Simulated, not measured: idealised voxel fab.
Process module in this document: voxel lift off
In the cross-section labelled cut, the width is 250 nm and each square cell is 5 nm.
Throughout this document, each cross-section is represented as a grid of square cells and is presented as a sequence of bands enumerated from the top downward, where a band comprises one or more rows of cells.
It is stipulated that each band's entry specify, in nanometres, the height of the top of the band and then that of its bottom, followed by the materials of the band in left-to-right sequence, each together with its width in nanometres. A single material marked by the word "everywhere" is understood to fill the band from edge to edge; the word "air" is understood to denote empty space.
Where do heights start? At 0: under that level the wafer as delivered is made of one material only. And the lowest band has no floor; it just carries on downward, as in "0 -> down".
The notation "30 to 40" denotes a width that varies across the rows of cells in the band, beginning at the first number in the top row, finishing at the second number in the bottom row, and changing by an identical amount from each row to the next.
Step note "nothing altered" = no cross-section cell changed.
Entry "Catalogued sealed voids" = empty spaces >= 8 cells with no open way to the top; each as width x height at distance, distance from left edge, all nm.
The remark found on a step's line after its settings is issued by the simulator itself and pertains to that step.
Among the settings permitted on a step's line is "overlay nm"; applied to a step with a mask, it specifies the extent to which the mask lay to the right of its planned position, whereas a negative figure signifies a position to the left.
Here's what the planned process steps look like
| 1 | RECEIVE,material Si |
| 2 | CONFORMAL_DEP,material Al2O3,thk nm 10 |
| 3 | PATTERN,tone open,mask id LINES,material resist,width nm 15,pitch nm 35,thk nm 20,overlay nm 0 |
| 4 | DIRECTIONAL_DEP,material Ru,thk nm 10 |
| 5 | STRIP,etch materials resist |
| 6 | CONFORMAL_DEP,material SiN,thk nm 5 |
For clarity, it should be stated that the wafers under discussion commence in an identical condition and differ with respect to the thk nm of step 6, the plan indicating the value that the first wafer had.
The first of several wafers in cross-section, exactly as it reached us after step 1
  0 -> down = Si everywhere
  Catalogued sealed voids: none
Every row in this table is a wafer at the end of the module, and it gives, for each of the materials, the cells that wafer has gained (+) or lost (-) since it was received, then its closed voids
thk nm 5 | +100 Al2O3 | +12 Ru | +58 SiN | Catalogued sealed voids: none
thk nm 10 | +100 Al2O3 | +12 Ru | +116 SiN | Catalogued sealed voids: none
thk nm 15 | +100 Al2O3 | +12 Ru | +170 SiN | Catalogued sealed voids: none
thk nm 20 | +100 Al2O3 | +12 Ru | +224 SiN | Catalogued sealed voids: none
